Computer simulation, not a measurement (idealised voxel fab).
The process module presented herein is designated voxel transistor to metal.
Square cells of 5 nm make up the cross-section cut, whose width is 155 nm.
A cross-section is a grid of square cells, given in bands from the top down. A band is one or more rows of cells.
Top height, bottom height, nm. Materials left to right, width each, nm. Single material + "full width" = fills band edge to edge. "empty" = empty.
Basically, 0 is our baseline, since under it the wafer straight out of the box is all one material. The bottom band has no lower end and keeps on going down, so it looks like "top 0, no bottom".
The expression "30->40" gives the width at the extremes of the band, the first number at its top row of cells and the second at its bottom row, with the width changing by equal amounts from each row to the next in between.
What does "remained unchanged" mean for a step? It means no cell of the cross-section changed in that step.
Listed in "Closed cavities": every empty space of 8 or more cells without an open way to the top. Form: width x height at distance, the distance being from the left edge, all in nm.
That trailing text on a step's line, after the settings, is the simulator's own remark on the step.
"overlay nm", when on a step's line for a step with a mask, measures how far to the right of its planned place the mask lay; a negative measure means to the left.
Process steps (planned)
| 1 | RECEIVE,material Si |
| 2 | OXIDIZE,depth nm 5 |
| 3 | CONFORMAL_DEP,material SiN,thk nm 15 |
| 4 | MASKED_ETCH,tone cover,mask id ACTIVE,width nm 115,etch materials SiN,depth nm 15,overlay nm 0 |
| 5 | MASKED_ETCH,tone cover,mask id ACTIVE,width nm 115,etch materials SiO2,depth nm 5,overlay nm 0 |
| 6 | MASKED_ETCH,tone cover,mask id ACTIVE,width nm 105,etch materials Si,depth nm 25,overlay nm 0 |
| 7 | FILL_DEP,material SiO2,thk nm 15 |
| 8 | CMP,height nm 15 |
| 9 | SELECTIVE_ETCH,etch materials SiO2,depth nm 10 |
| 10 | STRIP,etch materials SiN |
| 11 | SELECTIVE_ETCH,etch materials SiO2,depth nm 5 |
| 12 | OXIDIZE,depth nm 5 |
| 13 | DIRECTIONAL_DEP,material polySi,thk nm 30 |
| 14 | DIRECTIONAL_DEP,material SiCN,thk nm 10 |
| 15 | MASKED_ETCH,tone cover,mask id GATE,width nm 25,etch materials SiCN,depth nm 20,overlay nm 0 |
| 16 | MASKED_ETCH,tone cover,mask id GATE,width nm 25,etch materials polySi,depth nm 40,overlay nm 0 |
| 17 | CONFORMAL_DEP,material SiN,thk nm 5 |
| 18 | DIRECTIONAL_ETCH,etch materials SiN,depth nm 5 |
| 19 | DIRECTIONAL_ETCH,etch materials SiO2,depth nm 5 |
| 20 | DIRECTIONAL_ETCH,etch materials Si,depth nm 5 |
| 21 | EPI,material pSi,thk nm 5 |
| 22 | FILL_DEP,material SiO2,thk nm 5 |
| 23 | CMP,height nm 35 |
| 24 | DIRECTIONAL_DEP,material SiO2,thk nm 10 |
| 25 | DIRECTIONAL_DEP,material aC,thk nm 10 |
| 26 | PATTERN,tone open,mask id CONTACT,material resist,width nm 20,pitch nm 85,thk nm 25,overlay nm 0 |
| 27 | DIRECTIONAL_ETCH,etch materials aC,depth nm 10 |
| 28 | STRIP,etch materials resist |
| 29 | DIRECTIONAL_ETCH,etch materials SiO2,depth nm 55 |
| 30 | STRIP,etch materials aC |
| 31 | CONFORMAL_DEP,material TiN,thk nm 5 |
| 32 | FILL_DEP,material W,thk nm 5 |
| 33 | CMP,height nm 45 |
| 34 | DIRECTIONAL_DEP,material TiN,thk nm 5 |
| 35 | DIRECTIONAL_DEP,material Ru,thk nm 25 |
| 36 | PATTERN,tone cover,mask id METAL_1,material resist,width nm 20,pitch nm 85,thk nm 15,overlay nm 0 |
| 37 | DIRECTIONAL_ETCH,etch materials Ru,depth nm 25 |
| 38 | DIRECTIONAL_ETCH,etch materials TiN,depth nm 5 |
| 39 | STRIP,etch materials resist |
| 40 | FILL_DEP,material lowk,thk nm 10 |
| 41 | CMP,height nm 75 |
| 42 | CONFORMAL_DEP,material SiCN,thk nm 5 |
| 43 | DIRECTIONAL_DEP,material SiO2,thk nm 25 |
| 44 | MASKED_ETCH,tone open,mask id METAL_2,width nm 20,pitch nm 85,etch materials SiO2,depth nm 15,overlay nm 0 |
| 45 | PATTERN,tone open,mask id METAL_2_HOLES,material resist,width nm 15,pitch nm 85,thk nm 15,overlay nm 0 |
| 46 | DIRECTIONAL_ETCH,etch materials SiO2,depth nm 10 |
| 47 | DIRECTIONAL_ETCH,etch materials SiCN,depth nm 5 |
| 48 | STRIP,etch materials resist |
| 49 | CONFORMAL_DEP,material TiN,thk nm 5 |
| 50 | FILL_DEP,material Cu,thk nm 5 |
| 51 | CMP,height nm 105 |
| 52 | CONFORMAL_DEP,material SiCN,thk nm 5 |
Don't read the plan's width nm for step 6 as applying to every wafer: that's the first wafer's value, and the wafers differ in it, though they all start identical.
Cut through the first of several wafers as received, post step 1
    top 0, no bottom = Si full width
    Closed cavities: none
Every row in this table is a wafer at the end of the module, and it gives, for each of the materials, the cells that wafer has gained (+) or lost (-) since it was received, then its closed voids
width nm 105, +14 Cu, +40 Ru, -110 Si, +66 SiCN, +18 SiN, +344 SiO2, +84 TiN, +40 W, +138 lowk, +18 pSi, +30 polySi, Closed cavities: none
width nm 110, +14 Cu, +40 Ru, -110 Si, +66 SiCN, +18 SiN, +344 SiO2, +84 TiN, +40 W, +138 lowk, +18 pSi, +30 polySi, Closed cavities: none
width nm 115, +14 Cu, +40 Ru, -110 Si, +66 SiCN, +18 SiN, +344 SiO2, +84 TiN, +40 W, +138 lowk, +18 pSi, +30 polySi, Closed cavities: none
width nm 120, +14 Cu, +40 Ru, -106 Si, +66 SiCN, +18 SiN, +339 SiO2, +84 TiN, +40 W, +138 lowk, +19 pSi, +30 polySi, Closed cavities: none
width nm 125, +14 Cu, +40 Ru, -102 Si, +66 SiCN, +18 SiN, +334 SiO2, +84 TiN, +40 W, +138 lowk, +20 pSi, +30 polySi, Closed cavities: none
